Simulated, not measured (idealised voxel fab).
process module | voxel air gaps
cross-section cut | 240 nm wide | cells 5 nm
A cross-section is a grid of square cells, given in bands from the top down. A band is one or more rows of cells.
Each band's line starts with the height of the band's top and of its bottom, in nm. Then come its materials from left to right, each with its width in nm. One material with "throughout" fills the band from edge to edge. "air" is empty space.
Height 0 is the level under which the wafer as received is all one material. The lowest band goes on downwards, as in "0 down".
A width such as "30 to 40" changes by the same amount from each row of cells to the next, from the band's top row to its bottom row.
"no change" after a step means that no cell of the cross-section changed.
closed voids: empty space of 8 cells or more with no open way to the top, each as width x height at its distance from the left edge, in nm
after a step's settings: what the simulator itself notes on the step
overlay nm, on a step with a mask: how far to the right of its planned place the mask lay; to the left if negative
plan
1 op RECEIVE | material Si
2 op CONFORMAL_DEP | material SiO2 | thk nm 15
3 op CONFORMAL_DEP | material SiCN | thk nm 5
4 op DIRECTIONAL_DEP | material SiO2 | thk nm 30
5 op PATTERN | tone open | mask id LINES | material resist | width nm 20 | pitch nm 45 | thk nm 20 | overlay nm 0
6 op DIRECTIONAL_ETCH | etch materials SiO2 | depth nm 30
7 op STRIP | etch materials resist
8 op CONFORMAL_DEP | material TiN | thk nm 5
9 op FILL_DEP | material W | thk nm 10
10 op CMP | height nm 50
11 op EPI | material Ru | thk nm 10
12 op SELECTIVE_ETCH | etch materials SiO2 | depth nm 40
13 op CONFORMAL_DEP | material SiCN | thk nm 5
as received, after step 1
  0 down: Si throughout
  closed voids: none
a wafer at the end: this start, this plan, one mistake
  65 to 60: SiCN throughout
  60 to 50: Ru throughout
  50 to 25: W 35 | TiN 5 | SiO2 20 | TiN 5 | W 15 | TiN 5 | SiO2 20 | TiN 5 | W 15 | TiN 5 | SiO2 20 | TiN 5 | W 15 | TiN 5 | SiO2 20 | TiN 5 | W 40
  25 to 20: TiN 40 | SiO2 20 | TiN 25 | SiO2 20 | TiN 25 | SiO2 20 | TiN 25 | SiO2 20 | TiN 45
  20 to 15: SiCN throughout
  15 to 0: SiO2 throughout
  0 down: Si throughout
  closed voids: none
what went wrong: step 5 ran as: op PATTERN | tone cover | mask id LINES | material resist | width nm 20 | pitch nm 45 | thk nm 20 | overlay nm 0
